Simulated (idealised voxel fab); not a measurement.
This is a process module. Its name is voxel plated lines.
cross-section cut | 190 nm wide | cells 5 nm
Just so we're on the same page, the cross-sections are grids of square cells, and they're listed out in bands top to bottom, each band one or more rows deep. The band entry comprises the height of the band's top followed by the height of its bottom, expressed in nm, and subsequently the band's materials from left to right, each stated together with its width in nm. Where a single material is marked with the word "edge to edge", that material fills the band from edge to edge. The word "empty" represents empty space. The reference from which all heights are counted is 0, the level beneath which the as-received wafer is entirely one material; the lowest band, having no lower bound, proceeds downward and is written after the example "z 0 and below". With a width like "30->40", each row of cells in the band differs from the next by the same amount, the top row carrying the first number and the bottom row the second. A step reported as "changes: none" is a step in which no cell of the cross-section changed. For the entry "Closed-off voids", the listed items are empty spaces with no open way to the top whose size is 8 cells or more; each item follows the pattern width x height at distance, where distance is from the left edge and all three are in nm. Read whatever lies past the settings on a step's line as the simulator's own remark about the step. overlay nm: step with mask; distance mask lay right of planned place; negative value = left of planned place.

So here's the lineup of process steps we planned:
1) RECEIVE,material Si
2) CONFORMAL_DEP,material Al2O3,thk nm 5
3) DIRECTIONAL_DEP,material TiN,thk nm 5
4) PATTERN,tone open,mask id LINES,material resist,width nm 20,pitch nm 35,thk nm 15,overlay nm 0
5) EPI,material Ru,thk nm 5
6) STRIP,etch materials resist
7) DIRECTIONAL_ETCH,etch materials TiN,depth nm 5
8) CONFORMAL_DEP,material SiN,thk nm 10
The wafers are alike at the start. At step 3, their thk nm differs. The plan lists the first wafer's value.

Cut through the first of several wafers as received, post step 1:
  z 0 and below  Si edge to edge
  Closed-off voids: none

Here is how to read the rows: every wafer has a row, and it shows the wafer at the end of the module, giving for each material how many cells were gained (+) or lost (-) since the wafer was received, then listing its closed voids:
thk nm 5 | +38 Al2O3 | +16 Ru | +102 SiN | +16 TiN | Closed-off voids: none
thk nm 10 | +38 Al2O3 | +16 Ru | +102 SiN | +54 TiN | Closed-off voids: none
thk nm 15 | +38 Al2O3 | +16 Ru | +102 SiN | +92 TiN | Closed-off voids: none
thk nm 20 | +38 Al2O3 | +16 Ru | +102 SiN | +130 TiN | Closed-off voids: none
